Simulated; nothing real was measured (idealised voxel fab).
process module | voxel self aligned vias
cross-section cut | 280 nm wide | cells 5 nm
A cross-section is a grid of square cells, given in bands from the top down. A band is one or more rows of cells.
Each band's line starts with the height of the band's top and of its bottom, in nm. Then come its materials from left to right, each with its width in nm. One material with "throughout" fills the band from edge to edge. "air" is empty space.
Height 0 is the level under which the wafer as received is all one material. The lowest band goes on downwards, as in "0 down".
A width such as "30 to 40" changes by the same amount from each row of cells to the next, from the band's top row to its bottom row.
"no change" after a step means that no cell of the cross-section changed.
closed voids: empty space of 8 cells or more with no open way to the top, each as width x height at its distance from the left edge, in nm
after a step's settings: what the simulator itself notes on the step
overlay nm, on a step with a mask: how far to the right of its planned place the mask lay; to the left if negative
plan
1 op RECEIVE | material Si
2 op CONFORMAL_DEP | material SiO2 | thk nm 10
3 op CONFORMAL_DEP | material SiCN | thk nm 5
4 op DIRECTIONAL_DEP | material SiO2 | thk nm 25
5 op PATTERN | tone open | mask id LINES | material resist | width nm 25 | pitch nm 60 | thk nm 20 | overlay nm 0
6 op DIRECTIONAL_ETCH | etch materials SiO2 | depth nm 25
7 op STRIP | etch materials resist
8 op CONFORMAL_DEP | material TiN | thk nm 5
9 op FILL_DEP | material Ru | thk nm 10
10 op CMP | height nm 40
11 op SELECTIVE_ETCH | etch materials W Ru TiN | depth nm 10
12 op FILL_DEP | material SiN | thk nm 5
13 op CMP | height nm 40
14 op DIRECTIONAL_DEP | material SiO2 | thk nm 20
15 op MASKED_ETCH | tone open | mask id VIAS | width nm 35 | pitch nm 60 | etch materials SiO2 | depth nm 20 | overlay nm 0
16 op MASKED_ETCH | tone open | mask id VIAS | width nm 35 | pitch nm 60 | etch materials SiN | depth nm 10 | overlay nm 0
17 op CONFORMAL_DEP | material TiN | thk nm 5
18 op FILL_DEP | material Ru | thk nm 5
19 op CMP | height nm 60
20 op CONFORMAL_DEP | material SiCN | thk nm 5
first wafer, as planned
as received, after step 1
  0 down: Si throughout
  closed voids: none
after step 2
  10 to 0: SiO2 throughout
  below 0: unchanged
after step 3
  15 to 10: SiCN throughout
  below 10: unchanged
after step 4
  40 to 15: SiO2 throughout
  below 15: unchanged
after step 5
  60 to 40: resist 95 | air 25 | resist 35 | air 25 | resist 100
  below 40: unchanged
after step 6
  60 to 40: resist 95 | air 25 | resist 35 | air 25 | resist 100
  40 to 15: SiO2 95 | air 25 | SiO2 35 | air 25 | SiO2 100
  below 15: unchanged
after step 7
  40 to 15: SiO2 95 | air 25 | SiO2 35 | air 25 | SiO2 100
  below 15: unchanged
after step 8
  45 to 40: TiN 100 | air 15 | TiN 45 | air 15 | TiN 105
  40 to 20: SiO2 95 | TiN 5 | air 15 | TiN 5 | SiO2 35 | TiN 5 | air 15 | TiN 5 | SiO2 100
  20 to 15: SiO2 95 | TiN 25 | SiO2 35 | TiN 25 | SiO2 100
  below 15: unchanged
after step 9
  55 to 45: Ru throughout
  45 to 40: TiN 100 | Ru 15 | TiN 45 | Ru 15 | TiN 105
  40 to 20: SiO2 95 | TiN 5 | Ru 15 | TiN 5 | SiO2 35 | TiN 5 | Ru 15 | TiN 5 | SiO2 100
  below 20: unchanged
after step 10
  40 to 20: SiO2 95 | TiN 5 | Ru 15 | TiN 5 | SiO2 35 | TiN 5 | Ru 15 | TiN 5 | SiO2 100
  below 20: unchanged
after step 11
  40 to 30: SiO2 95 | air 25 | SiO2 35 | air 25 | SiO2 100
  below 30: unchanged
after step 12
  45 to 40: SiN throughout
  40 to 30: SiO2 95 | SiN 25 | SiO2 35 | SiN 25 | SiO2 100
  below 30: unchanged
after step 13
  40 to 30: SiO2 95 | SiN 25 | SiO2 35 | SiN 25 | SiO2 100
  below 30: unchanged
after step 14
  60 to 40: SiO2 throughout
  below 40: unchanged
after step 15
  60 to 40: SiO2 90 | air 35 | SiO2 25 | air 35 | SiO2 95
  below 40: unchanged
after step 16
  60 to 40: SiO2 90 | air 35 | SiO2 25 | air 35 | SiO2 95
  40 to 30: SiO2 95 | air 25 | SiO2 35 | air 25 | SiO2 100
  below 30: unchanged
after step 17
  65 to 60: TiN 95 | air 25 | TiN 35 | air 25 | TiN 100
  60 to 45: SiO2 90 | TiN 5 | air 25 | TiN 5 | SiO2 25 | TiN 5 | air 25 | TiN 5 | SiO2 95
  45 to 35: SiO2 90 to 95 | TiN 10 to 5 | air 15 | TiN 10 to 5 | SiO2 25 to 35 | TiN 10 to 5 | air 15 | TiN 10 to 5 | SiO2 95 to 100
  35 to 30: SiO2 95 | TiN 25 | SiO2 35 | TiN 25 | SiO2 100
  below 30: unchanged
after step 18
  70 to 65: Ru throughout
  65 to 60: TiN 95 | Ru 25 | TiN 35 | Ru 25 | TiN 100
  60 to 45: SiO2 90 | TiN 5 | Ru 25 | TiN 5 | SiO2 25 | TiN 5 | Ru 25 | TiN 5 | SiO2 95
  45 to 35: SiO2 90 to 95 | TiN 10 to 5 | Ru 15 | TiN 10 to 5 | SiO2 25 to 35 | TiN 10 to 5 | Ru 15 | TiN 10 to 5 | SiO2 95 to 100
  below 35: unchanged
after step 19
  60 to 45: SiO2 90 | TiN 5 | Ru 25 | TiN 5 | SiO2 25 | TiN 5 | Ru 25 | TiN 5 | SiO2 95
  below 45: unchanged
after step 20
  65 to 60: SiCN throughout
  below 60: unchanged
second wafer: like start, like plan, one mistake. Through step 7 it matches the first wafer
when step 8 should have ended
  45 to 40: SiCN 100 | air 15 | SiCN 45 | air 15 | SiCN 105
  40 to 20: SiO2 95 | SiCN 5 | air 15 | SiCN 5 | SiO2 35 | SiCN 5 | air 15 | SiCN 5 | SiO2 100
  20 to 15: SiO2 95 | SiCN 25 | SiO2 35 | SiCN 25 | SiO2 100
  below 15: unchanged
when step 9 should have ended
  55 to 45: Ru throughout
  45 to 40: SiCN 100 | Ru 15 | SiCN 45 | Ru 15 | SiCN 105
  40 to 20: SiO2 95 | SiCN 5 | Ru 15 | SiCN 5 | SiO2 35 | SiCN 5 | Ru 15 | SiCN 5 | SiO2 100
  below 20: unchanged
when step 10 should have ended
  40 to 20: SiO2 95 | SiCN 5 | Ru 15 | SiCN 5 | SiO2 35 | SiCN 5 | Ru 15 | SiCN 5 | SiO2 100
  below 20: unchanged
when step 11 should have ended
  40 to 30: SiO2 95 | SiCN 5 | air 15 | SiCN 5 | SiO2 35 | SiCN 5 | air 15 | SiCN 5 | SiO2 100
  below 30: unchanged
when step 12 should have ended
  45 to 40: SiN throughout
  40 to 30: SiO2 95 | SiCN 5 | SiN 15 | SiCN 5 | SiO2 35 | SiCN 5 | SiN 15 | SiCN 5 | SiO2 100
  below 30: unchanged
when step 13 should have ended
  40 to 30: SiO2 95 | SiCN 5 | SiN 15 | SiCN 5 | SiO2 35 | SiCN 5 | SiN 15 | SiCN 5 | SiO2 100
  below 30: unchanged
when step 14 should have ended
  60 to 40: SiO2 throughout
  below 40: unchanged
when step 15 should have ended
  60 to 40: SiO2 90 | air 35 | SiO2 25 | air 35 | SiO2 95
  below 40: unchanged
when step 16 should have ended
  60 to 40: SiO2 90 | air 35 | SiO2 25 | air 35 | SiO2 95
  40 to 30: SiO2 95 | SiCN 5 | air 15 | SiCN 5 | SiO2 35 | SiCN 5 | air 15 | SiCN 5 | SiO2 100
  below 30: unchanged
when step 17 should have ended
  65 to 60: TiN 95 | air 25 | TiN 35 | air 25 | TiN 100
  60 to 45: SiO2 90 | TiN 5 | air 25 | TiN 5 | SiO2 25 | TiN 5 | air 25 | TiN 5 | SiO2 95
  45 to 40: SiO2 90 | TiN 15 | air 5 | TiN 15 | SiO2 25 | TiN 15 | air 5 | TiN 15 | SiO2 95
  40 to 35: SiO2 95 | SiCN 5 | TiN 5 | air 5 | TiN 5 | SiCN 5 | SiO2 35 | SiCN 5 | TiN 5 | air 5 | TiN 5 | SiCN 5 | SiO2 100
  35 to 30: SiO2 95 | SiCN 5 | TiN 15 | SiCN 5 | SiO2 35 | SiCN 5 | TiN 15 | SiCN 5 | SiO2 100
  below 30: unchanged
when step 18 should have ended
  70 to 65: Ru throughout
  65 to 60: TiN 95 | Ru 25 | TiN 35 | Ru 25 | TiN 100
  60 to 45: SiO2 90 | TiN 5 | Ru 25 | TiN 5 | SiO2 25 | TiN 5 | Ru 25 | TiN 5 | SiO2 95
  45 to 40: SiO2 90 | TiN 15 | Ru 5 | TiN 15 | SiO2 25 | TiN 15 | Ru 5 | TiN 15 | SiO2 95
  40 to 35: SiO2 95 | SiCN 5 | TiN 5 | Ru 5 | TiN 5 | SiCN 5 | SiO2 35 | SiCN 5 | TiN 5 | Ru 5 | TiN 5 | SiCN 5 | SiO2 100
  below 35: unchanged
when step 19 should have ended
  60 to 45: SiO2 90 | TiN 5 | Ru 25 | TiN 5 | SiO2 25 | TiN 5 | Ru 25 | TiN 5 | SiO2 95
  below 45: unchanged
when step 20 should have ended
  65 to 60: SiCN throughout
  below 60: unchanged
what went wrong: step 8 ran as: op CONFORMAL_DEP | material SiCN | thk nm 5
at the end the second wafer has, in cells: 8 fewer of Ru | 26 more of SiCN | 18 fewer of TiN
